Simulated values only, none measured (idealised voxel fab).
process module | voxel wiring stack
cross-section cut | 260 nm wide | cells 5 nm
A cross-section is a grid of square cells, given in bands from the top down. A band is one or more rows of cells.
Each band's line starts with the height of the band's top and of its bottom, in nm. Then come its materials from left to right, each with its width in nm. One material with "throughout" fills the band from edge to edge. "air" is empty space.
Height 0 is the level under which the wafer as received is all one material. The lowest band goes on downwards, as in "0 down".
A width such as "30 to 40" changes by the same amount from each row of cells to the next, from the band's top row to its bottom row.
"no change" after a step means that no cell of the cross-section changed.
closed voids: empty space of 8 cells or more with no open way to the top, each as width x height at its distance from the left edge, in nm
after a step's settings: what the simulator itself notes on the step
overlay nm, on a step with a mask: how far to the right of its planned place the mask lay; to the left if negative
plan
1 op RECEIVE | material Si
2 op CONFORMAL_DEP | material SiO2 | thk nm 15
3 op DIRECTIONAL_DEP | material TiN | thk nm 5
4 op DIRECTIONAL_DEP | material W | thk nm 20
5 op PATTERN | tone cover | mask id METAL_1 | material resist | width nm 20 | pitch nm 45 | thk nm 15 | overlay nm 0
6 op DIRECTIONAL_ETCH | etch materials W | depth nm 20
7 op DIRECTIONAL_ETCH | etch materials TiN | depth nm 5
8 op STRIP | etch materials resist
9 op FILL_DEP | material SiO2 | thk nm 10
10 op CMP | height nm 40
11 op CONFORMAL_DEP | material SiCN | thk nm 5
12 op DIRECTIONAL_DEP | material lowk | thk nm 30
13 op DIRECTIONAL_DEP | material aC | thk nm 10
14 op PATTERN | tone open | mask id METAL_2_HOLES | material resist | width nm 15 | pitch nm 90 | thk nm 30 | overlay nm 0
15 op DIRECTIONAL_ETCH | etch materials aC | depth nm 10
16 op STRIP | etch materials resist
17 op DIRECTIONAL_ETCH | etch materials lowk | depth nm 30
18 op STRIP | etch materials aC
19 op PATTERN | tone open | mask id METAL_2 | material resist | width nm 20 | pitch nm 45 | thk nm 15 | overlay nm 0
20 op DIRECTIONAL_ETCH | etch materials lowk | depth nm 20
21 op DIRECTIONAL_ETCH | etch materials SiCN | depth nm 5
22 op STRIP | etch materials resist
23 op CONFORMAL_DEP | material TiN | thk nm 5
24 op FILL_DEP | material Ru | thk nm 5
25 op CMP | height nm 75
26 op CONFORMAL_DEP | material SiCN | thk nm 5
27 op DIRECTIONAL_DEP | material lowk | thk nm 10
28 op DIRECTIONAL_DEP | material aC | thk nm 15
29 op PATTERN | tone open | mask id PLUG_2 | material resist | width nm 15 | pitch nm 45 | thk nm 30 | overlay nm 0
30 op DIRECTIONAL_ETCH | etch materials aC | depth nm 15
31 op STRIP | etch materials resist
32 op DIRECTIONAL_ETCH | etch materials lowk | depth nm 10
33 op DIRECTIONAL_ETCH | etch materials SiCN | depth nm 5
34 op STRIP | etch materials aC
35 op CONFORMAL_DEP | material TiN | thk nm 5
36 op FILL_DEP | material Ru | thk nm 10
37 op CMP | height nm 90
38 op DIRECTIONAL_DEP | material TiN | thk nm 5
39 op DIRECTIONAL_DEP | material W | thk nm 15
40 op PATTERN | tone cover | mask id METAL_3 | material resist | width nm 20 | pitch nm 45 | thk nm 15 | overlay nm 0
41 op DIRECTIONAL_ETCH | etch materials W | depth nm 15
42 op DIRECTIONAL_ETCH | etch materials TiN | depth nm 5
43 op STRIP | etch materials resist
44 op FILL_DEP | material lowk | thk nm 5
45 op CMP | height nm 110
46 op CONFORMAL_DEP | material SiN | thk nm 5
as received, after step 1
  0 down: Si throughout
  closed voids: none
a wafer at the end: this start, this plan, one mistake
  115 to 110: SiN throughout
  110 to 95: lowk 50 | W 20 | lowk 25 | W 20 | lowk 25 | W 20 | lowk 25 | W 20 | lowk 55
  95 to 90: lowk 50 | TiN 20 | lowk 25 | TiN 20 | lowk 25 | TiN 20 | lowk 25 | TiN 20 | lowk 55
  90 to 80: lowk 45 | TiN 5 | Ru 5 | TiN 5 | lowk 30 | TiN 5 | Ru 5 | TiN 5 | lowk 30 | TiN 5 | Ru 5 | TiN 5 | lowk 30 | TiN 5 | Ru 5 | TiN 5 | lowk 65
  80 to 75: SiCN 45 | TiN 15 | SiCN 30 | TiN 15 | SiCN 30 | TiN 15 | SiCN 30 | TiN 15 | SiCN 65
  75 to 60: lowk 50 | TiN 5 | Ru 10 | TiN 5 | lowk 25 | TiN 5 | Ru 10 | TiN 5 | lowk 25 | TiN 5 | Ru 10 | TiN 5 | lowk 25 | TiN 5 | Ru 10 | TiN 5 | lowk 55
  60 to 55: lowk 50 | TiN 5 | Ru 5 | TiN 10 | lowk 25 | TiN 20 | lowk 25 | TiN 5 | Ru 5 | TiN 10 | lowk 25 | TiN 20 | lowk 55
  55 to 45: lowk 50 | TiN 5 | Ru 5 | TiN 5 | lowk 75 | TiN 5 | Ru 5 | TiN 5 | lowk 105
  45 to 40: SiCN 50 | TiN 15 | SiCN 75 | TiN 15 | SiCN 105
  40 to 20: SiO2 50 | W 20 | SiO2 25 | W 20 | SiO2 25 | W 20 | SiO2 25 | W 20 | SiO2 55
  20 to 15: SiO2 50 | TiN 20 | SiO2 25 | TiN 20 | SiO2 25 | TiN 20 | SiO2 25 | TiN 20 | SiO2 55
  15 to 0: SiO2 throughout
  0 down: Si throughout
  closed voids: none
what went wrong: step 29 ran as: op PATTERN | tone open | mask id PLUG_2 | material resist | width nm 15 | pitch nm 45 | thk nm 30 | overlay nm -5
